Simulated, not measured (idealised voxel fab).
process module | voxel transistor to metal
cross-section cut | 165 nm wide | cells 5 nm
A cross-section is a grid of square cells, given in bands from the top down. A band is one or more rows of cells.
Each band's line starts with the height of the band's top and of its bottom, in nm. Then come its materials from left to right, each with its width in nm. One material with "throughout" fills the band from edge to edge. "air" is empty space.
Height 0 is the level under which the wafer as received is all one material. The lowest band goes on downwards, as in "0 down".
A width such as "30 to 40" changes by the same amount from each row of cells to the next, from the band's top row to its bottom row.
"no change" after a step means that no cell of the cross-section changed.
closed voids: empty space of 8 cells or more with no open way to the top, each as width x height at its distance from the left edge, in nm
after a step's settings: what the simulator itself notes on the step
overlay nm, on a step with a mask: how far to the right of its planned place the mask lay; to the left if negative
plan
1 op RECEIVE | material Si
2 op OXIDIZE | depth nm 5
3 op CONFORMAL_DEP | material SiN | thk nm 10
4 op MASKED_ETCH | tone cover | mask id ACTIVE | width nm 115 | etch materials SiN | depth nm 10 | overlay nm 0
5 op MASKED_ETCH | tone cover | mask id ACTIVE | width nm 115 | etch materials SiO2 | depth nm 5 | overlay nm 0
6 op MASKED_ETCH | tone cover | mask id ACTIVE | width nm 115 | etch materials Si | depth nm 30 | overlay nm 0
7 op OXIDIZE | depth nm 5
8 op FILL_DEP | material SiO2 | thk nm 10
9 op CMP | height nm 10
10 op SELECTIVE_ETCH | etch materials SiO2 | depth nm 5
11 op STRIP | etch materials SiN
12 op SELECTIVE_ETCH | etch materials SiO2 | depth nm 5
13 op OXIDIZE | depth nm 5
14 op DIRECTIONAL_DEP | material polySi | thk nm 20
15 op DIRECTIONAL_DEP | material SiCN | thk nm 15
16 op DIRECTIONAL_DEP | material aC | thk nm 15
17 op PATTERN | tone cover | mask id GATE | material resist | width nm 25 | thk nm 35 | overlay nm 0
18 op DIRECTIONAL_ETCH | etch materials aC | depth nm 15
19 op STRIP | etch materials resist
20 op DIRECTIONAL_ETCH | etch materials SiCN | depth nm 25
21 op DIRECTIONAL_ETCH | etch materials polySi | depth nm 30
22 op STRIP | etch materials aC
23 op CONFORMAL_DEP | material SiN | thk nm 10
24 op DIRECTIONAL_ETCH | etch materials SiN | depth nm 10
25 op DIRECTIONAL_ETCH | etch materials SiO2 | depth nm 5
26 op EPI | material pSi | thk nm 5
27 op FILL_DEP | material SiO2 | thk nm 5
28 op CMP | height nm 15
29 op STRIP | etch materials polySi
30 op SELECTIVE_ETCH | etch materials SiO2 | depth nm 5
31 op CONFORMAL_DEP | material HfO2 | thk nm 5
32 op CONFORMAL_DEP | material TiN | thk nm 5
33 op FILL_DEP | material W | thk nm 10
34 op CMP | height nm 10
35 op DIRECTIONAL_DEP | material SiO2 | thk nm 15
36 op DIRECTIONAL_DEP | material aC | thk nm 10
37 op PATTERN | tone open | mask id CONTACT | material resist | width nm 20 | pitch nm 85 | thk nm 25 | overlay nm 0
38 op DIRECTIONAL_ETCH | etch materials aC | depth nm 10
39 op STRIP | etch materials resist
40 op DIRECTIONAL_ETCH | etch materials SiO2 | depth nm 30
41 op STRIP | etch materials aC
42 op CONFORMAL_DEP | material TiN | thk nm 5
43 op FILL_DEP | material W | thk nm 5
44 op CMP | height nm 25
45 op CONFORMAL_DEP | material SiCN | thk nm 5
46 op DIRECTIONAL_DEP | material SiO2 | thk nm 20
47 op MASKED_ETCH | tone open | mask id METAL_1 | width nm 20 | pitch nm 85 | etch materials SiO2 | depth nm 20 | overlay nm 0
48 op MASKED_ETCH | tone open | mask id METAL_1 | width nm 20 | pitch nm 85 | etch materials SiCN | depth nm 5 | overlay nm 0
49 op CONFORMAL_DEP | material TiN | thk nm 5
50 op FILL_DEP | material Cu | thk nm 5
51 op CMP | height nm 50
52 op CONFORMAL_DEP | material SiCN | thk nm 5
as received, after step 1
  0 down: Si throughout
  closed voids: none
a wafer at the end: this start, this plan, one mistake
  55 to 50: SiCN throughout
  50 to 30: SiO2 30 | TiN 5 | Cu 10 | TiN 5 | SiO2 65 | TiN 5 | Cu 10 | TiN 5 | SiO2 30
  30 to 25: SiCN 30 | TiN 20 | SiCN 65 | TiN 20 | SiCN 30
  25 to 10: SiO2 30 | TiN 5 | W 10 | TiN 5 | SiO2 65 | TiN 5 | W 10 | TiN 5 | SiO2 30
  10 to 0: SiO2 30 | TiN 5 | W 10 | TiN 5 | SiO2 10 | SiN 10 | HfO2 5 | TiN 5 | W 10 | TiN 5 | HfO2 5 | SiN 10 | SiO2 5 | TiN 5 | W 10 | TiN 5 | SiO2 30
  0 to -5: SiO2 20 | SiN 10 | TiN 20 | SiO2 10 | SiN 10 | HfO2 5 | TiN 20 | HfO2 5 | SiN 10 | SiO2 5 | TiN 20 | SiN 10 | SiO2 20
  -5 to -10: SiO2 30 | pSi 30 | SiO2 5 | HfO2 40 | SiO2 5 | pSi 25 | SiO2 30
  -10 to -40: SiO2 30 | Si 105 | SiO2 30
  -40 down: Si throughout
  closed voids: none
what went wrong: step 17 ran as: op PATTERN | tone cover | mask id GATE | material resist | width nm 30 | thk nm 35 | overlay nm 0
